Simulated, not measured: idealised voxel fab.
Presented below is a process module, voxel air gaps.
Square cells of 5 nm make up the cross-section cut, whose width is 210 nm.
Notation: cross-section as square-cell grid; stated in bands, top first, going down; one or more cell rows per band. Basically the band line says how high the top is and how high the bottom is, in nm, and then what's in it from left to right, every material with its width in nm. Empty space shows up as "empty", and if a single material carries "throughout" it runs the full band edge to edge. The reference from which all heights are counted is 0, the level beneath which the as-received wafer is entirely one material; the lowest band, having no lower bound, proceeds downward and is written after the example "0 down". The width entry "30 to 40" should be interpreted row by row: the top row of cells in the band takes the first number, the bottom row takes the second number, and the change between adjacent rows is uniform throughout. No cell of the cross-section changed in a step that is given as "remains unaltered". "Closed cavity list" contains a list of empty spaces, each no smaller than 8 cells and without an open way to the top, written in the form width x height at distance with the distance from the left edge and all three in nm. Whatever follows a step's settings on its line is a remark the simulator itself makes about that step. overlay nm: step with mask; distance mask lay right of planned place; negative value = left of planned place.
Process steps foreseen in the plan
1) RECEIVE,material Si
2) CONFORMAL_DEP,material SiO2,thk nm 10
3) CONFORMAL_DEP,material SiN,thk nm 5
4) DIRECTIONAL_DEP,material SiO2,thk nm 30
5) PATTERN,tone open,mask id LINES,material resist,width nm 15,pitch nm 45,thk nm 20,overlay nm 0
6) DIRECTIONAL_ETCH,etch materials SiO2,depth nm 30
7) STRIP,etch materials resist
8) CONFORMAL_DEP,material TiN,thk nm 5
9) FILL_DEP,material Cu,thk nm 10
10) CMP,height nm 45
11) EPI,material Ru,thk nm 10
12) SELECTIVE_ETCH,etch materials SiO2,depth nm 40
13) CONFORMAL_DEP,material SiCN,thk nm 5
varied across the wafers: width nm of step 5. The plan shows the first wafer's value. All wafers start alike
First of several wafers, received after step 1, in cross-section
    0 down | Si throughout
    Closed cavity list: none
So in this table every wafer gets its own row, and what you see is where it stands at the end of the module: for each material, how many cells it picked up (+) or gave up (-) since we received it, and after that its closed voids
width nm 15 | +20 Cu | +56 Ru | +138 SiCN | +42 SiN | +84 SiO2 | +52 TiN | Closed cavity list: 20 x 20 at 50; 20 x 20 at 95; 20 x 20 at 140
width nm 20 | +40 Cu | +64 Ru | +126 SiCN | +42 SiN | +84 SiO2 | +56 TiN | Closed cavity list: 15 x 20 at 50; 15 x 20 at 95; 15 x 20 at 140
width nm 25 | +60 Cu | +72 Ru | +66 SiCN | +42 SiN | +156 SiO2 | +60 TiN | Closed cavity list: none
width nm 30 | +80 Cu | +74 Ru | +66 SiCN | +42 SiN | +138 SiO2 | +64 TiN | Closed cavity list: none
